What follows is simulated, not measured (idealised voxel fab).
The process module presented herein is designated voxel transistor to metal.
We display cut, a cross-section 140 nm in width whose square cells are each 5 nm.
Cross-section layout: square cells on a grid; listed as bands, top to bottom; a band spans one or more cell rows. Top height, bottom height, nm. Materials left to right, width each, nm. Single material + "edge to edge" = fills band edge to edge. "air" = empty. Height 0 is the level under which the wafer as received is all one material. The lowest band goes on downwards, as in "0..down". Graded width ("30->40"): value in top row of band = first number; value in bottom row = second number; row-to-row change constant. Any step labelled "remains unaltered" changed none of the cells in the cross-section. Entry "Closed void inventory" = empty spaces >= 8 cells with no open way to the top; each as width x height at distance, distance from left edge, all nm. On a step's line, text after the settings is the simulator commenting on that step. A step line may carry the setting "overlay nm", which, for steps involving a mask, states the distance by which the mask lay to the right of its intended position; negative values denote displacement to the left.
This section lists the process steps that were planned
1) RECEIVE [material Si]
2) OXIDIZE [depth nm 5]
3) CONFORMAL_DEP [material SiN] [thk nm 15]
4) DIRECTIONAL_DEP [material aC] [thk nm 15]
5) PATTERN [tone cover] [mask id ACTIVE] [material resist] [width nm 105] [thk nm 30] [overlay nm 0]
6) DIRECTIONAL_ETCH [etch materials aC] [depth nm 15]
7) STRIP [etch materials resist]
8) DIRECTIONAL_ETCH [etch materials SiN] [depth nm 15]
9) DIRECTIONAL_ETCH [etch materials SiO2] [depth nm 5]
10) DIRECTIONAL_ETCH [etch materials Si] [depth nm 20]
11) STRIP [etch materials aC]
12) OXIDIZE [depth nm 5]
13) FILL_DEP [material SiO2] [thk nm 5]
14) CMP [height nm 15]
15) SELECTIVE_ETCH [etch materials SiO2] [depth nm 10]
16) STRIP [etch materials SiN]
17) SELECTIVE_ETCH [etch materials SiO2] [depth nm 5]
18) OXIDIZE [depth nm 5]
19) DIRECTIONAL_DEP [material polySi] [thk nm 30]
20) DIRECTIONAL_DEP [material SiCN] [thk nm 15]
21) PATTERN [tone cover] [mask id GATE] [material resist] [width nm 25] [thk nm 20] [overlay nm -15]
22) DIRECTIONAL_ETCH [etch materials SiCN] [depth nm 25]
23) DIRECTIONAL_ETCH [etch materials polySi] [depth nm 40]
24) STRIP [etch materials resist]
25) CONFORMAL_DEP [material SiN] [thk nm 5]
26) DIRECTIONAL_ETCH [etch materials SiN] [depth nm 5]
27) DIRECTIONAL_ETCH [etch materials SiO2] [depth nm 5]
28) DIRECTIONAL_ETCH [etch materials Si] [depth nm 15]
29) EPI [material nSi] [thk nm 15]
30) FILL_DEP [material SiO2] [thk nm 5]
31) CMP [height nm 40]
32) DIRECTIONAL_DEP [material SiO2] [thk nm 10]
33) MASKED_ETCH [tone open] [mask id CONTACT] [width nm 20] [pitch nm 75] [etch materials SiO2] [depth nm 60] [overlay nm 0]
34) CONFORMAL_DEP [material TiN] [thk nm 5]
35) FILL_DEP [material Ru] [thk nm 5]
36) CMP [height nm 50]
37) DIRECTIONAL_DEP [material TiN] [thk nm 5]
38) DIRECTIONAL_DEP [material Ru] [thk nm 20]
39) DIRECTIONAL_DEP [material aC] [thk nm 15]
40) PATTERN [tone cover] [mask id METAL_1] [material resist] [width nm 20] [pitch nm 75] [thk nm 35] [overlay nm 0]
41) DIRECTIONAL_ETCH [etch materials aC] [depth nm 15]
42) STRIP [etch materials resist]
43) DIRECTIONAL_ETCH [etch materials Ru] [depth nm 20]
44) DIRECTIONAL_ETCH [etch materials TiN] [depth nm 5]
45) STRIP [etch materials aC]
46) CONFORMAL_DEP [material SiCN] [thk nm 5]
47) FILL_DEP [material lowk] [thk nm 10]
48) CMP [height nm 75]
49) CONFORMAL_DEP [material SiN] [thk nm 5]
Wafers differ in overlay nm at step 21; plan lists the first wafer's value; identical starting state.
First of several wafers (as received, post step 1), cross-sectional view
- 0..down | Si edge to edge
- Closed void inventory: none
Post step 49, the closing step of the module: first of several wafers, cross-sectioned
- 80..75 | SiN edge to edge
- 75..55 | lowk (15)  SiCN (5)  Ru (20)  SiCN (5)  lowk (45)  SiCN (5)  Ru (20)  SiCN (5)  lowk (20)
- 55..50 | SiCN (20)  TiN (20)  SiCN (55)  TiN (20)  SiCN (25)
- 50..40 | SiO2 (20)  TiN (5)  Ru (10->5)  TiN (5->10)  SiO2 (55)  TiN (5)  Ru (10)  TiN (5)  SiO2 (25)
- 40..25 | SiO2 (20)  TiN (5)  Ru (5)  TiN (5)  SiN (5)  SiCN (25)  SiN (5)  SiO2 (25)  TiN (5)  Ru (10)  TiN (5)  SiO2 (25)
- 25..10 | SiO2 (20)  TiN (5)  Ru (5)  TiN (5)  SiN (5)  polySi (25)  SiN (5)  SiO2 (25)  TiN (5)  Ru (10)  TiN (5)  SiO2 (25)
- 10..5 | SiO2 (20)  TiN (15)  SiN (5)  polySi (25)  SiN (5)  SiO2 (25)  TiN (5)  Ru (10)  TiN (5)  SiO2 (25)
- 5..0 | SiO2 (20)  nSi (15)  SiN (5)  polySi (25)  SiN (5)  nSi (15)  SiO2 (10)  TiN (5)  Ru (10)  TiN (5)  SiO2 (25)
- 0..-5 | SiO2 (10)  SiN (5)  SiO2 (5)  nSi (15)  SiN (5)  polySi (25)  SiN (5)  nSi (15)  SiO2 (10)  TiN (5)  Ru (10)  TiN (5)  SiO2 (5)  SiN (5)  SiO2 (15)
- -5..-10 | SiO2 (20)  nSi (15)  SiO2 (35)  nSi (15)  SiO2 (10)  TiN (20)  SiO2 (25)
- -10..-25 | SiO2 (20)  nSi (15)  Si (35)  nSi (45)  SiO2 (25)
- -25..-30 | SiO2 (20)  Si (95)  SiO2 (25)
- -30..down | Si edge to edge
- Closed void inventory: none
Of the several wafers, the last: cross-section at the end of the module
- 80..75 | SiN edge to edge
- 75..55 | lowk (15)  SiCN (5)  Ru (20)  SiCN (5)  lowk (45)  SiCN (5)  Ru (20)  SiCN (5)  lowk (20)
- 55..50 | SiCN (20)  TiN (20)  SiCN (55)  TiN (20)  SiCN (25)
- 50..40 | SiO2 (20)  TiN (5)  Ru (10)  TiN (5)  SiO2 (55)  TiN (5->10)  Ru (10->5)  TiN (5)  SiO2 (25)
- 40..25 | SiO2 (20)  TiN (5)  Ru (10)  TiN (5)  SiO2 (25)  SiN (5)  SiCN (25)  SiN (5)  TiN (5)  Ru (5)  TiN (5)  SiO2 (25)
- 25..10 | SiO2 (20)  TiN (5)  Ru (10)  TiN (5)  SiO2 (25)  SiN (5)  polySi (25)  SiN (5)  TiN (5)  Ru (5)  TiN (5)  SiO2 (25)
- 10..5 | SiO2 (20)  TiN (5)  Ru (10)  TiN (5)  SiO2 (25)  SiN (5)  polySi (25)  SiN (5)  TiN (15)  SiO2 (25)
- 5..0 | SiO2 (20)  TiN (5)  Ru (10)  TiN (5)  SiO2 (10)  nSi (15)  SiN (5)  polySi (25)  SiN (5)  nSi (15)  SiO2 (25)
- 0..-5 | SiO2 (10)  SiN (5)  SiO2 (5)  TiN (5)  Ru (10)  TiN (5)  SiO2 (10)  nSi (15)  SiN (5)  polySi (25)  SiN (5)  nSi (15)  SiO2 (5)  SiN (5)  SiO2 (15)
- -5..-10 | SiO2 (20)  TiN (20)  SiO2 (10)  nSi (15)  SiO2 (35)  nSi (15)  SiO2 (25)
- -10..-25 | SiO2 (20)  nSi (45)  Si (35)  nSi (15)  SiO2 (25)
- -25..-30 | SiO2 (20)  Si (95)  SiO2 (25)
- -30..down | Si edge to edge
- Closed void inventory: none
Table: wafers, a row each; end-of-module cell change per material since receipt, gain (+), loss (-); then closed voids
overlay nm -15, +63 Ru, -128 Si, +51 SiCN, +48 SiN, +212 SiO2, +54 TiN, +64 lowk, +54 nSi, +30 polySi, Closed void inventory: none
overlay nm -10, +70 Ru, -128 Si, +51 SiCN, +48 SiN, +202 SiO2, +57 TiN, +64 lowk, +54 nSi, +30 polySi, Closed void inventory: none
overlay nm -5, +70 Ru, -128 Si, +51 SiCN, +48 SiN, +199 SiO2, +60 TiN, +64 lowk, +54 nSi, +30 polySi, Closed void inventory: none
overlay nm 0, +70 Ru, -128 Si, +51 SiCN, +48 SiN, +199 SiO2, +60 TiN, +64 lowk, +54 nSi, +30 polySi, Closed void inventory: none
overlay nm 5, +70 Ru, -128 Si, +51 SiCN, +48 SiN, +199 SiO2, +60 TiN, +64 lowk, +54 nSi, +30 polySi, Closed void inventory: none
overlay nm 10, +70 Ru, -128 Si, +51 SiCN, +48 SiN, +202 SiO2, +57 TiN, +64 lowk, +54 nSi, +30 polySi, Closed void inventory: none
overlay nm 15, +63 Ru, -128 Si, +51 SiCN, +48 SiN, +212 SiO2, +54 TiN, +64 lowk, +54 nSi, +30 polySi, Closed void inventory: none
